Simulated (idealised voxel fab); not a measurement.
Title: Process Module voxel self aligned vias
Each square cell in cross-section cut measures 5 nm, and the section as a whole is 145 nm wide.
Each cross-section below is a grid of square cells, stated as bands in top-down order, with one or more rows of cells making up each band. Each band's line starts with the height of the band's top and of its bottom, in nm. Then come its materials from left to right, each with its width in nm. One material with "full width" fills the band from edge to edge. "air" is empty space. Height datum 0, below which the as-received substrate wafer is one material. Lowest band open at the bottom, running downward: "0 down". Think of "30 to 40" as a width that walks from the first number to the second as you go down the band, top row to bottom row, taking equal-sized steps from row to row. Reading "remained the same" for a step: not a cell of the cross-section changed in it. Look at "Enclosed void listing" for the closed voids: empty spaces with no open path to the top, sized 8 cells or up. Each is width x height at distance, distance from the left edge, all nm. Note: text after step settings on the step line = simulator remark on that step. The line of a step may include "overlay nm". On a step with a mask, this value is how far to the right of its planned place the mask lay. A negative value means the mask lay to the left.
# Below is the list of planned process steps
1) RECEIVE,material Si
2) CONFORMAL_DEP,material SiO2,thk nm 10
3) CONFORMAL_DEP,material SiCN,thk nm 5
4) DIRECTIONAL_DEP,material SiO2,thk nm 30
5) DIRECTIONAL_DEP,material aC,thk nm 10
6) PATTERN,tone open,mask id LINES,material resist,width nm 30,pitch nm 65,thk nm 25,overlay nm 0
7) DIRECTIONAL_ETCH,etch materials aC,depth nm 10
8) STRIP,etch materials resist
9) DIRECTIONAL_ETCH,etch materials SiO2,depth nm 30
10) STRIP,etch materials aC
11) CONFORMAL_DEP,material TiN,thk nm 5
12) FILL_DEP,material W,thk nm 5
13) CMP,height nm 45
14) SELECTIVE_ETCH,etch materials W Ru TiN,depth nm 10
15) FILL_DEP,material SiN,thk nm 10
16) CMP,height nm 45
17) DIRECTIONAL_DEP,material SiO2,thk nm 20
18) MASKED_ETCH,tone open,mask id VIAS,width nm 50,etch materials SiO2,depth nm 20,overlay nm 0
19) MASKED_ETCH,tone open,mask id VIAS,width nm 50,etch materials SiN,depth nm 10,overlay nm 0
20) CONFORMAL_DEP,material TiN,thk nm 5
21) FILL_DEP,material Cu,thk nm 10
22) CMP,height nm 65
23) CONFORMAL_DEP,material SiCN,thk nm 5
# Incoming wafer in cross-section (state: after step 1)
	0 down = Si full width
	Enclosed void listing: none
# First wafer of two, sectioned at end of module; run went per plan
	70 to 65 = SiCN full width
	65 to 50 = SiO2 15, TiN 5, Cu 40, TiN 5, SiO2 80
	50 to 45 = SiO2 15, TiN 15, Cu 20, TiN 15, SiO2 80
	45 to 40 = SiO2 25, TiN 5, Cu 20, TiN 5, SiO2 35, SiN 30, SiO2 25
	40 to 35 = SiO2 25, TiN 30, SiO2 35, SiN 30, SiO2 25
	35 to 20 = SiO2 25, TiN 5, W 20, TiN 5, SiO2 35, TiN 5, W 20, TiN 5, SiO2 25
	20 to 15 = SiO2 25, TiN 30, SiO2 35, TiN 30, SiO2 25
	15 to 10 = SiCN full width
	10 to 0 = SiO2 full width
	0 down = Si full width
	Enclosed void listing: none
# Cross-section at end of module for the second wafer of two, which matched the first in starting point and plan and differed by one mistake in its processing
	70 to 65 = SiCN full width
	65 to 50 = SiO2 15, TiN 5, Cu 40, TiN 5, SiO2 80
	50 to 45 = SiO2 15, TiN 50, SiO2 80
	45 to 35 = SiN 15, TiN 10, SiO2 30, TiN 10, SiN 25, SiO2 30, SiN 25
	35 to 20 = W 20, TiN 5, SiO2 30, TiN 5, W 25, TiN 5, SiO2 30, TiN 5, W 20
	20 to 15 = TiN 25, SiO2 30, TiN 35, SiO2 30, TiN 25
	15 to 10 = SiCN full width
	10 to 0 = SiO2 full width
	0 down = Si full width
	Enclosed void listing: none
What went wrong in running the wafer? note that step 6 departed from the planned setting and was carried out as PATTERN,tone cover,mask id LINES,material resist,width nm 30,pitch nm 65,thk nm 25,overlay nm 0
Final cells, second wafer relative to first, materials higher or lower: 8 fewer of Cu | 14 more of SiN | 30 fewer of SiO2 | 9 more of TiN | 15 more of W
